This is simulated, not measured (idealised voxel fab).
process module | voxel released beams
cross-section cut | 215 nm wide | cells 5 nm
A cross-section is a grid of square cells, given in bands from the top down. A band is one or more rows of cells.
Each band's line starts with the height of the band's top and of its bottom, in nm. Then come its materials from left to right, each with its width in nm. One material with "throughout" fills the band from edge to edge. "air" is empty space.
Height 0 is the level under which the wafer as received is all one material. The lowest band goes on downwards, as in "0 down".
A width such as "30 to 40" changes by the same amount from each row of cells to the next, from the band's top row to its bottom row.
"no change" after a step means that no cell of the cross-section changed.
closed voids: empty space of 8 cells or more with no open way to the top, each as width x height at its distance from the left edge, in nm
after a step's settings: what the simulator itself notes on the step
overlay nm, on a step with a mask: how far to the right of its planned place the mask lay; to the left if negative
Each pair below shows a cross-section before one step and the cross-section after it, down to the lowest band that changed. The line under each pair gives the step between them, with its settings. The pairs can come from different runs of this module on the same starting wafer, so a pair continues from the pair above only where its "before" says so.
before
  0 down: Si throughout
  closed voids: none
after
  10 to 0: SiN throughout
  below 0: unchanged
  closed voids: none
the step between: op CONFORMAL_DEP | material SiN | thk nm 10
before: the cross-section after the pair above
after
  25 to 10: SiO2 throughout
  below 10: unchanged
  closed voids: none
the step between: op DIRECTIONAL_DEP | material SiO2 | thk nm 15
before: the cross-section after the pair above
after
  40 to 25: resist 65 | air 45 | resist 105
  below 25: unchanged
  closed voids: none
the step between: op PATTERN | tone open | mask id ANCHOR | material resist | width nm 45 | thk nm 15 | overlay nm 0
before: the cross-section after the pair above
after
  40 to 25: resist 65 | air 45 | resist 105
  25 to 10: SiO2 65 | air 45 | SiO2 105
  below 10: unchanged
  closed voids: none
the step between: op DIRECTIONAL_ETCH | etch materials SiO2 | depth nm 15
before: the cross-section after the pair above
after
  25 to 10: SiO2 65 | air 45 | SiO2 105
  below 10: unchanged
  closed voids: none
the step between: op STRIP | etch materials resist
before: the cross-section after the pair above
after
  40 to 25: W 80 | air 15 | W 120
  25 to 10: SiO2 65 | W 45 | SiO2 105
  below 10: unchanged
  closed voids: none
the step between: op CONFORMAL_DEP | material W | thk nm 15
before: the cross-section after the pair above
after
  40 to 25: air 60 | W 20 | air 15 | W 55 | air 65
  below 25: unchanged
  closed voids: none
the step between: op MASKED_ETCH | tone cover | mask id BEAM | width nm 90 | etch materials W | depth nm 15 | overlay nm 0
before: the cross-section after the pair above
after
  40 to 25: air 60 | W 20 | air 15 | W 55 | air 65
  25 to 10: air 65 | W 45 | air 105
  below 10: unchanged
  closed voids: none
the step between: op STRIP | etch materials SiO2
before
  0 down: Si throughout
  closed voids: none
after
  15 to 0: SiO2 throughout
  below 0: unchanged
  closed voids: none
the step between: op DIRECTIONAL_DEP | material SiO2 | thk nm 15
before: the cross-section after the pair above
after
  30 to 15: resist 65 | air 45 | resist 105
  below 15: unchanged
  closed voids: none
the step between: op PATTERN | tone open | mask id ANCHOR | material resist | width nm 45 | thk nm 15 | overlay nm 0
before: the cross-section after the pair above
after
  30 to 15: resist 65 | air 45 | resist 105
  15 to 0: SiO2 65 | air 45 | SiO2 105
  below 0: unchanged
  closed voids: none
the step between: op DIRECTIONAL_ETCH | etch materials SiO2 | depth nm 15
before: the cross-section after the pair above
after
  15 to 0: SiO2 65 | air 45 | SiO2 105
  below 0: unchanged
  closed voids: none
the step between: op STRIP | etch materials resist
before: the cross-section after the pair above
after
  30 to 15: W 80 | air 15 | W 120
  15 to 0: SiO2 65 | W 45 | SiO2 105
  below 0: unchanged
  closed voids: none
the step between: op CONFORMAL_DEP | material W | thk nm 15
before: the cross-section after the pair above
after
  30 to 15: air 60 | W 20 | air 15 | W 55 | air 65
  below 15: unchanged
  closed voids: none
the step between: op MASKED_ETCH | tone cover | mask id BEAM | width nm 90 | etch materials W | depth nm 15 | overlay nm 0
before: the cross-section after the pair above
after
  30 to 15: air 60 | W 20 | air 15 | W 55 | air 65
  15 to 0: air 65 | W 45 | air 105
  below 0: unchanged
  closed voids: none
the step between: op STRIP | etch materials SiO2
before
  40 to 25: W 80 | air 15 | W 120
  25 to 10: SiO2 65 | W 45 | SiO2 105
  10 to 0: SiN throughout
  0 down: Si throughout
  closed voids: none
after
  55 to 25: W throughout
  below 25: unchanged
  closed voids: none
the step between: op CONFORMAL_DEP | material W | thk nm 15
before: the cross-section after the pair above
after
  55 to 40: air 60 | W 90 | air 65
  below 40: unchanged
  closed voids: none
the step between: op MASKED_ETCH | tone cover | mask id BEAM | width nm 90 | etch materials W | depth nm 15 | overlay nm 0
before
  15 to 0: SiO2 throughout
  0 down: Si throughout
  closed voids: none
after
  25 to 15: SiN throughout
  below 15: unchanged
  closed voids: none
the step between: op CONFORMAL_DEP | material SiN | thk nm 10
before: the cross-section after the pair above
after
  40 to 25: resist 65 | air 45 | resist 105
  below 25: unchanged
  closed voids: none
the step between: op PATTERN | tone open | mask id ANCHOR | material resist | width nm 45 | thk nm 15 | overlay nm 0
before: the cross-section after the pair above
after
  25 to 15: SiN throughout
  below 15: unchanged
  closed voids: none
the step between: op STRIP | etch materials resist
before: the cross-section after the pair above
after
  40 to 25: W throughout
  below 25: unchanged
  closed voids: none
the step between: op CONFORMAL_DEP | material W | thk nm 15
before: the cross-section after the pair above
after
  40 to 25: air 60 | W 90 | air 65
  below 25: unchanged
  closed voids: none
the step between: op MASKED_ETCH | tone cover | mask id BEAM | width nm 90 | etch materials W | depth nm 15 | overlay nm 0
before
  25 to 10: SiO2 65 | air 45 | SiO2 105
  10 to 0: SiN throughout
  0 down: Si throughout
  closed voids: none
after
  35 to 25: W 75 | air 25 | W 115
  25 to 20: SiO2 65 | W 10 | air 25 | W 10 | SiO2 105
  20 to 10: SiO2 65 | W 45 | SiO2 105
  below 10: unchanged
  closed voids: none
the step between: op CONFORMAL_DEP | material W | thk nm 10
before: the cross-section after the pair above
after
  35 to 25: air 60 | W 15 | air 25 | W 50 | air 65
  below 25: unchanged
  closed voids: none
the step between: op MASKED_ETCH | tone cover | mask id BEAM | width nm 90 | etch materials W | depth nm 15 | overlay nm 0
before: the cross-section after the pair above
after
  35 to 25: air 60 | W 15 | air 25 | W 50 | air 65
  25 to 20: air 65 | W 10 | air 25 | W 10 | air 105
  20 to 10: air 65 | W 45 | air 105
  below 10: unchanged
  closed voids: none
the step between: op STRIP | etch materials SiO2
before
  40 to 25: W 80 | air 15 | W 120
  25 to 10: SiO2 65 | W 45 | SiO2 105
  10 to 0: SiN throughout
  0 down: Si throughout
  closed voids: none
after
  40 to 25: air 65 | W 15 | air 15 | W 50 | air 70
  below 25: unchanged
  closed voids: none
the step between: op MASKED_ETCH | tone cover | mask id BEAM | width nm 80 | etch materials W | depth nm 15 | overlay nm 0
before: the cross-section after the pair above
after
  40 to 25: air 65 | W 15 | air 15 | W 50 | air 70
  25 to 10: air 65 | W 45 | air 105
  below 10: unchanged
  closed voids: none
the step between: op STRIP | etch materials SiO2
before
  25 to 10: SiO2 throughout
  10 to 0: SiN throughout
  0 down: Si throughout
  closed voids: none
after
  40 to 25: resist 55 | air 45 | resist 115
  below 25: unchanged
  closed voids: none
the step between: op PATTERN | tone open | mask id ANCHOR | material resist | width nm 45 | thk nm 15 | overlay nm -10
before: the cross-section after the pair above
after
  40 to 25: resist 55 | air 45 | resist 115
  25 to 10: SiO2 55 | air 45 | SiO2 115
  below 10: unchanged
  closed voids: none
the step between: op DIRECTIONAL_ETCH | etch materials SiO2 | depth nm 15
before: the cross-section after the pair above
after
  25 to 10: SiO2 55 | air 45 | SiO2 115
  below 10: unchanged
  closed voids: none
the step between: op STRIP | etch materials resist
before: the cross-section after the pair above
after
  40 to 25: W 70 | air 15 | W 130
  25 to 10: SiO2 55 | W 45 | SiO2 115
  below 10: unchanged
  closed voids: none
the step between: op CONFORMAL_DEP | material W | thk nm 15
before: the cross-section after the pair above
after
  40 to 25: air 60 | W 10 | air 15 | W 65 | air 65
  below 25: unchanged
  closed voids: none
the step between: op MASKED_ETCH | tone cover | mask id BEAM | width nm 90 | etch materials W | depth nm 15 | overlay nm 0
before: the cross-section after the pair above
after
  40 to 25: air 60 | W 10 | air 15 | W 65 | air 65
  25 to 10: air 55 | W 45 | air 115
  below 10: unchanged
  closed voids: none
the step between: op STRIP | etch materials SiO2
before
  25 to 10: SiO2 65 | air 45 | SiO2 105
  10 to 0: SiN throughout
  0 down: Si throughout
  closed voids: none
after
  40 to 25: SiN 80 | air 15 | SiN 120
  25 to 10: SiO2 65 | SiN 45 | SiO2 105
  below 10: unchanged
  closed voids: none
the step between: op CONFORMAL_DEP | material SiN | thk nm 15
before
  40 to 25: W 80 | air 15 | W 120
  25 to 10: SiO2 65 | W 45 | SiO2 105
  10 to 0: SiN throughout
  0 down: Si throughout
  closed voids: none
after
  40 to 25: W 60 | air 90 | W 65
  25 to 10: SiO2 65 | W 15 | air 15 | W 15 | SiO2 105
  below 10: unchanged
  closed voids: none
the step between: op MASKED_ETCH | tone open | mask id BEAM | width nm 90 | etch materials W | depth nm 15 | overlay nm 0
before: the cross-section after the pair above
after
  25 to 10: air 65 | W 15 | air 15 | W 15 | air 105
  below 10: unchanged
  closed voids: none
the step between: op STRIP | etch materials SiO2
